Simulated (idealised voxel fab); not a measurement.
Process module in this document: voxel self aligned contacts
Each square cell in cross-section cut measures 5 nm, and the section as a whole is 260 nm wide.
Just so we're on the same page, the cross-sections are grids of square cells, and they're listed out in bands top to bottom, each band one or more rows deep. In this notation a band is specified by the heights of its top and bottom, in that order and in nm, after which its materials appear from left to right, each paired with its width in nm. The word "everywhere" attached to a single material means that material fills the band from edge to edge; the word "air" stands for empty space. Measure heights from 0. That's the level where, below it, the as-received wafer is all one material. The lowest band is bottomless and extends downward; write it as in "0 and below". So if you see something like "30 to 40" for the width, read it as the top row of the band sitting at the first number and the bottom row at the second, with every row in between moving by the same amount as the last. A step reported as "everything unchanged" is a step in which no cell of the cross-section changed. So "Sealed-off cavities" is basically the list of trapped voids: any empty space of 8 cells or more that can't reach the top through an opening. They're written width x height at distance, the distance being from the left edge, and it's all nm. Where a step's line continues beyond its settings, the continuation is a remark by the simulator itself on that step. If you see "overlay nm" on a step's line and that step has a mask, it's telling you how far right of where it was planned the mask ended up; a negative number means it went left instead.
STEPS IN THE PROCESS PLAN
1,RECEIVE, material Si
2,CONFORMAL_DEP, material SiO2, thk nm 5
3,DIRECTIONAL_DEP, material polySi, thk nm 30
4,DIRECTIONAL_DEP, material SiN, thk nm 20
5,DIRECTIONAL_DEP, material aC, thk nm 15
6,PATTERN, tone cover, mask id GATE, material resist, width nm 25, pitch nm 55, thk nm 35, overlay nm 0
7,DIRECTIONAL_ETCH, etch materials aC, depth nm 15
8,STRIP, etch materials resist
9,DIRECTIONAL_ETCH, etch materials SiN, depth nm 20
10,DIRECTIONAL_ETCH, etch materials polySi, depth nm 30
11,STRIP, etch materials aC
12,CONFORMAL_DEP, material SiN, thk nm 5
13,DIRECTIONAL_ETCH, etch materials SiN, depth nm 5
14,FILL_DEP, material SiO2, thk nm 20
15,CMP, height nm 65
16,DIRECTIONAL_DEP, material aC, thk nm 10
17,PATTERN, tone open, mask id CONTACT, material resist, width nm 40, thk nm 25, overlay nm 0
18,DIRECTIONAL_ETCH, etch materials aC, depth nm 10
19,STRIP, etch materials resist
20,DIRECTIONAL_ETCH, etch materials SiO2, depth nm 65
21,STRIP, etch materials aC
22,CONFORMAL_DEP, material TiN, thk nm 5
23,FILL_DEP, material W, thk nm 5
24,CMP, height nm 65
25,CONFORMAL_DEP, material SiCN, thk nm 5
WAFER AS RECEIVED: CROSS-SECTION FOLLOWING STEP 1
- 0 and below  Si everywhere
- Sealed-off cavities: none
LOOK AT THE CROSS-SECTION AFTER THE MODULE: THE WAFER STARTED OUT THE WAY SHOWN ABOVE AND THE PLAN WAS THE ONE SHOWN ABOVE, YET ONE MISTAKE WAS MADE ALONG THE WAY
- 70 down to 65  SiCN everywhere
- 65 down to 55  SiO2: 110, then polySi: 5 to 15, then W: 30 to 10, then polySi: 5 to 15, then SiO2: 110
- 55 down to 35  SiO2: 85, then SiN: 35, then polySi: 5, then W: 10, then polySi: 5, then SiN: 35, then SiO2: 85
- 35 down to 5  SiO2: 85, then SiN: 5, then polySi: 25, then SiN: 5, then polySi: 5, then W: 10, then polySi: 5, then SiN: 5, then polySi: 25, then SiN: 5, then SiO2: 85
- 5 down to 0  SiO2: 120, then polySi: 20, then SiO2: 120
- 0 and below  Si everywhere
- Sealed-off cavities: none
Deviation noted in wafer processing: step 22 deviated from plan and actually ran as CONFORMAL_DEP, material polySi, thk nm 5
